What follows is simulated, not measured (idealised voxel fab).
Proc. module: voxel plated lines
225 nm wide, 5 nm square cells: that's cross-section cut.
This document writes a cross-section as a grid whose cells are square, and gives it as bands, listed from the top down; one or more rows of cells form a band.
A band entry consists of two parts. The first gives the height of the band's top and the height of its bottom, in nm. The rest lists the band's materials from left to right, each with its width in nm. A single material labelled with the word "full width" fills the band from edge to edge, and the word "air" marks empty space.
Zero point of the height axis is 0; under it, received wafer = one material. Lowest band: continues down indefinitely, "top 0, no bottom".
With a width like "30 to 40", each row of cells in the band differs from the next by the same amount, the top row carrying the first number and the bottom row the second.
Take "no modification" at face value: in the step it is given for, the cross-section changed in none of its cells.
Heads up: "Closed void listing" only lists the empty pockets with no open path to the top that are 8 cells or more, and it writes them as width x height at distance, distance from the left edge, in nm.
Note: text after step settings on the step line = simulator remark on that step.
The optional step-line setting "overlay nm" applies to steps with a mask and quantifies how far to the right of its planned location the mask lay, a negative value indicating leftward placement.

The following list gives the planned process steps
1) RECEIVE, material Si
2) CONFORMAL_DEP, material SiO2, thk nm 10
3) DIRECTIONAL_DEP, material TiN, thk nm 5
4) PATTERN, tone open, mask id LINES, material resist, width nm 15, pitch nm 35, thk nm 20, overlay nm 0
5) EPI, material Ru, thk nm 5
6) STRIP, etch materials resist
7) DIRECTIONAL_ETCH, etch materials TiN, depth nm 5
8) CONFORMAL_DEP, material SiO2, thk nm 10

Wafer cross-section on receipt, i.e. after step 1
  top 0, no bottom = Si full width
  Closed void listing: none

Same starting wafer, same plan as above, one mistake in the execution; this is the cross-section at the end of the module
  top 30, bottom 20 = air: 40  SiO2: 145  air: 40
  top 20, bottom 15 = SiO2: 50  Ru: 20  SiO2: 15  Ru: 20  SiO2: 15  Ru: 20  SiO2: 15  Ru: 20  SiO2: 50
  top 15, bottom 10 = SiO2: 50  TiN: 20  SiO2: 15  TiN: 20  SiO2: 15  TiN: 20  SiO2: 15  TiN: 20  SiO2: 50
  top 10, bottom 0 = SiO2 full width
  top 0, no bottom = Si full width
  Closed void listing: none
Deviation noted in wafer processing: step 4 deviated from plan and actually ran as PATTERN, tone open, mask id LINES, material resist, width nm 20, pitch nm 35, thk nm 20, overlay nm 0
